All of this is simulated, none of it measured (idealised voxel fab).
The process module that follows is named voxel self aligned contacts.
The cross-section on display is named cut; it measures 300 nm wide, and its cells are 5 nm squares.
Format of a cross-section: grid, square cells. Given as bands. Order: top down. Band: one or more rows of cells.
It is stipulated that each band's entry specify, in nanometres, the height of the top of the band and then that of its bottom, followed by the materials of the band in left-to-right sequence, each together with its width in nanometres. A single material marked by the word "everywhere" is understood to fill the band from edge to edge; the word "air" is understood to denote empty space.
Beneath 0, the wafer as received is one material, and that level is where height counting begins. The lowest band goes on downward without a bottom; it is written like "0..down".
A width such as "30 to 40" changes by the same amount from each row of cells to the next, from the band's top row to its bottom row.
It should be understood that the words "no alterations made", when stated for a given step, signify that the cross-section underwent no change in any of its cells during that step.
Closed empty spaces (no open way to the top) of 8 cells or more are what "Cavities, sealed" lists, each as width x height at distance from the left edge, nm for all three.
Where a step's line continues beyond its settings, the continuation is a remark by the simulator itself on that step.
On any step carrying a mask, the "overlay nm" setting, if present on the step's line, tells how far right of its planned place the mask lay; negative values point to the left.

-- Steps in the process plan
| 1 | RECEIVE (material Si) |
| 2 | OXIDIZE (depth nm 5) |
| 3 | DIRECTIONAL_DEP (material polySi; thk nm 20) |
| 4 | DIRECTIONAL_DEP (material SiN; thk nm 15) |
| 5 | MASKED_ETCH (tone cover; mask id GATE; width nm 25; pitch nm 60; etch materials SiN; depth nm 15; overlay nm 0) |
| 6 | MASKED_ETCH (tone cover; mask id GATE; width nm 25; pitch nm 60; etch materials polySi; depth nm 20; overlay nm 0) |
| 7 | CONFORMAL_DEP (material SiN; thk nm 5) |
| 8 | DIRECTIONAL_ETCH (etch materials SiN; depth nm 5) |
| 9 | FILL_DEP (material SiO2; thk nm 15) |
| 10 | CMP (height nm 40) |
| 11 | DIRECTIONAL_DEP (material aC; thk nm 10) |
| 12 | PATTERN (tone open; mask id CONTACT; material resist; width nm 45; thk nm 30; overlay nm 0) |
| 13 | DIRECTIONAL_ETCH (etch materials aC; depth nm 10) |
| 14 | STRIP (etch materials resist) |
| 15 | DIRECTIONAL_ETCH (etch materials SiO2; depth nm 45) |
| 16 | STRIP (etch materials aC) |
| 17 | CONFORMAL_DEP (material TiN; thk nm 5) |
| 18 | FILL_DEP (material Ru; thk nm 5) |
| 19 | CMP (height nm 40) |
| 20 | CONFORMAL_DEP (material SiN; thk nm 5) |

-- Wafer as received: cross-section following step 1
0..down: Si everywhere
Cavities, sealed: none

-- End state of the module in cross-section, given the above starting point and plan and one mistake in execution
45..40: SiN everywhere
40..35: SiO2 125 nm; TiN 20 nm; Ru 10 nm; TiN 15 nm; SiO2 130 nm
35..20: SiO2 100 nm; SiN 40 nm; TiN 5 nm; Ru 10 nm; TiN 5 nm; SiN 40 nm; SiO2 100 nm
20..0: SiO2 100 nm; SiN 5 nm; polySi 30 nm; SiN 5 nm; TiN 5 nm; Ru 10 nm; TiN 5 nm; SiN 5 nm; polySi 30 nm; SiN 5 nm; SiO2 100 nm
0..-5: SiO2 140 nm; TiN 20 nm; SiO2 140 nm
-5..down: Si everywhere
Cavities, sealed: none
Against the plan, the run slipped here: in deviation from the planned setting, step 5 was conducted as MASKED_ETCH (tone cover; mask id GATE; width nm 30; pitch nm 60; etch materials SiN; depth nm 15; overlay nm 0)
